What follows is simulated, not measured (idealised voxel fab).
process module | voxel self aligned contacts
cross-section cut | 195 nm wide | cells 5 nm
A cross-section is a grid of square cells, given in bands from the top down. A band is one or more rows of cells.
Each band's line starts with the height of the band's top and of its bottom, in nm. Then come its materials from left to right, each with its width in nm. One material with "throughout" fills the band from edge to edge. "air" is empty space.
Height 0 is the level under which the wafer as received is all one material. The lowest band goes on downwards, as in "0 down".
A width such as "30 to 40" changes by the same amount from each row of cells to the next, from the band's top row to its bottom row.
"no change" after a step means that no cell of the cross-section changed.
closed voids: empty space of 8 cells or more with no open way to the top, each as width x height at its distance from the left edge, in nm
after a step's settings: what the simulator itself notes on the step
overlay nm, on a step with a mask: how far to the right of its planned place the mask lay; to the left if negative
plan
1 op RECEIVE | material Si
2 op CONFORMAL_DEP | material SiO2 | thk nm 5
3 op DIRECTIONAL_DEP | material polySi | thk nm 20
4 op DIRECTIONAL_DEP | material SiN | thk nm 15
5 op PATTERN | tone cover | mask id GATE | material resist | width nm 30 | pitch nm 65 | thk nm 15 | overlay nm 0
6 op DIRECTIONAL_ETCH | etch materials SiN | depth nm 15
7 op DIRECTIONAL_ETCH | etch materials polySi | depth nm 20
8 op STRIP | etch materials resist
9 op CONFORMAL_DEP | material SiN | thk nm 5
10 op DIRECTIONAL_ETCH | etch materials SiN | depth nm 5
11 op FILL_DEP | material SiO2 | thk nm 15
12 op CMP | height nm 50
13 op PATTERN | tone open | mask id CONTACT | material resist | width nm 45 | thk nm 20 | overlay nm 0
14 op DIRECTIONAL_ETCH | etch materials SiO2 | depth nm 50
15 op STRIP | etch materials resist
16 op CONFORMAL_DEP | material TiN | thk nm 5
17 op FILL_DEP | material Ru | thk nm 5
18 op CMP | height nm 50
19 op CONFORMAL_DEP | material SiCN | thk nm 5
as received, after step 1
  0 down: Si throughout
  closed voids: none
a wafer at the end: this start, this plan, one mistake
  55 to 50: SiCN throughout
  50 to 40: SiO2 75 | TiN 5 to 20 | Ru 35 to 5 | TiN 5 to 20 | SiO2 75
  40 to 25: SiO2 40 | SiN 50 | TiN 5 | Ru 5 | TiN 5 | SiN 50 | SiO2 40
  25 to 5: SiO2 40 | SiN 5 | polySi 40 | SiN 5 | TiN 5 | Ru 5 | TiN 5 | SiN 5 | polySi 40 | SiN 5 | SiO2 40
  5 to 0: SiO2 90 | TiN 15 | SiO2 90
  0 down: Si throughout
  closed voids: none
what went wrong: step 5 ran as: op PATTERN | tone cover | mask id GATE | material resist | width nm 40 | pitch nm 65 | thk nm 15 | overlay nm 0
